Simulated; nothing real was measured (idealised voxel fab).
A process module follows: voxel fin reveal.
The width of the displayed cross-section, cut, is 245 nm; its cells are square, with a size of 5 nm.
In this document a cross-section is written as a grid of square cells. It is given as a series of bands, listed from the top down, and a band is one or more rows of cells. Quick guide to a band line: top height, bottom height (nm) up front; then every material left to right with its width in nm. Only one material and it's marked "throughout"? Then it fills the band edge to edge. And "empty" just means empty space. Heads up on the height convention: 0 is the point under which the incoming wafer is all one material, and the lowest band has no bottom, it just keeps going down, like "top 0, no bottom". With a width like "30..40", each row of cells in the band differs from the next by the same amount, the top row carrying the first number and the bottom row the second. The cross-section has no changed cell in any step marked "no change occurred". Heads up: "Closed void listing" only lists the empty pockets with no open path to the top that are 8 cells or more, and it writes them as width x height at distance, distance from the left edge, in nm. What comes after the settings on a step's line is commentary from the simulator itself on that step. overlay nm: mask right of planned place by this much (step with mask). Neg. = left.
So here's the lineup of process steps we planned
1) RECEIVE, material Si
2) CONFORMAL_DEP, material SiN, thk nm 10
3) PATTERN, tone cover, mask id FINS, material resist, width nm 15, pitch nm 45, thk nm 15, overlay nm 0
4) DIRECTIONAL_ETCH, etch materials SiN, depth nm 10
5) DIRECTIONAL_ETCH, etch materials Si, depth nm 25
6) STRIP, etch materials resist
7) OXIDIZE, depth nm 5
8) FILL_DEP, material SiO2, thk nm 5
9) CMP, height nm 10
10) SELECTIVE_ETCH, etch materials SiO2, depth nm 25
11) STRIP, etch materials SiN
12) CONFORMAL_DEP, material SiO2, thk nm 5
It is noted that the wafers described herein are identical at the outset and are distinguished by the depth nm of step 5; the value stated in the plan corresponds to the first wafer.
The first of several wafers in cross-section, exactly as it reached us after step 1
* top 0, no bottom | Si throughout
* Closed void listing: none
Every row in this table is a wafer at the end of the module, and it gives, for each of the materials, the cells that wafer has gained (+) or lost (-) since it was received, then its closed voids
depth nm 25; -270 Si; +208 SiO2; Closed void listing: none
depth nm 30; -315 Si; +253 SiO2; Closed void listing: none
depth nm 35; -360 Si; +298 SiO2; Closed void listing: none
depth nm 40; -405 Si; +343 SiO2; Closed void listing: none
depth nm 45; -450 Si; +388 SiO2; Closed void listing: none
depth nm 50; -495 Si; +433 SiO2; Closed void listing: none
